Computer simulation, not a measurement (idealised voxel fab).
The name of this process module is voxel self aligned contacts.
Square cell edge 5 nm, section width 250 nm, ID cut.
Throughout this document, each cross-section is represented as a grid of square cells and is presented as a sequence of bands enumerated from the top downward, where a band comprises one or more rows of cells. Each band's line starts with the height of the band's top and of its bottom, in nm. Then come its materials from left to right, each with its width in nm. One material with "full width" fills the band from edge to edge. "air" is empty space. Zero point of the height axis is 0; under it, received wafer = one material. Lowest band: continues down indefinitely, "from 0 down". A two-number width, for instance "30->40", indicates that the width is equal to the first number in the top row of the band and to the second number in the bottom row, and that it changes by a constant amount per row of cells. Key: "changes: none" - step with no changed cell in the cross-section. "Closed internal voids" contains a list of empty spaces, each no smaller than 8 cells and without an open way to the top, written in the form width x height at distance with the distance from the left edge and all three in nm. That trailing text on a step's line, after the settings, is the simulator's own remark on the step. Among the settings permitted on a step's line is "overlay nm"; applied to a step with a mask, it specifies the extent to which the mask lay to the right of its planned position, whereas a negative figure signifies a position to the left.
## This section lists the process steps that were planned
| 1 | RECEIVE,material Si |
| 2 | CONFORMAL_DEP,material SiO2,thk nm 5 |
| 3 | DIRECTIONAL_DEP,material polySi,thk nm 20 |
| 4 | DIRECTIONAL_DEP,material SiN,thk nm 20 |
| 5 | DIRECTIONAL_DEP,material aC,thk nm 15 |
| 6 | PATTERN,tone cover,mask id GATE,material resist,width nm 35,pitch nm 70,thk nm 35,overlay nm 0 |
| 7 | DIRECTIONAL_ETCH,etch materials aC,depth nm 15 |
| 8 | STRIP,etch materials resist |
| 9 | DIRECTIONAL_ETCH,etch materials SiN,depth nm 20 |
| 10 | DIRECTIONAL_ETCH,etch materials polySi,depth nm 20 |
| 11 | STRIP,etch materials aC |
| 12 | CONFORMAL_DEP,material SiN,thk nm 5 |
| 13 | DIRECTIONAL_ETCH,etch materials SiN,depth nm 5 |
| 14 | FILL_DEP,material SiO2,thk nm 10 |
| 15 | CMP,height nm 50 |
| 16 | DIRECTIONAL_DEP,material aC,thk nm 15 |
| 17 | PATTERN,tone open,mask id CONTACT,material resist,width nm 55,thk nm 30,overlay nm 0 |
| 18 | DIRECTIONAL_ETCH,etch materials aC,depth nm 15 |
| 19 | STRIP,etch materials resist |
| 20 | DIRECTIONAL_ETCH,etch materials SiO2,depth nm 50 |
| 21 | STRIP,etch materials aC |
| 22 | CONFORMAL_DEP,material TiN,thk nm 5 |
| 23 | FILL_DEP,material W,thk nm 10 |
| 24 | CMP,height nm 50 |
| 25 | CONFORMAL_DEP,material SiCN,thk nm 5 |
## Incoming wafer in cross-section (state: after step 1)
- from 0 down | Si full width
- Closed internal voids: none
## End state of the module in cross-section, given the above starting point and plan and one mistake in execution
- from 55 to 50 | SiCN full width
- from 50 to 45 | 65 SiO2 / 45 SiN / 5 TiN / 15 W / 5 TiN / 45 SiN / 70 SiO2
- from 45 to 30 | 65 SiO2 / 5 SiN / 35 polySi / 5 SiN / 5 TiN / 15 W / 5 TiN / 5 SiN / 35 polySi / 5 SiN / 70 SiO2
- from 30 to 25 | 65 SiO2 / 5 SiN / 35 polySi / 5 SiN / 25 TiN / 5 SiN / 35 polySi / 5 SiN / 70 SiO2
- from 25 to 5 | polySi full width
- from 5 to 0 | SiO2 full width
- from 0 down | Si full width
- Closed internal voids: none
Run error: step 3 of the plan was executed twice over
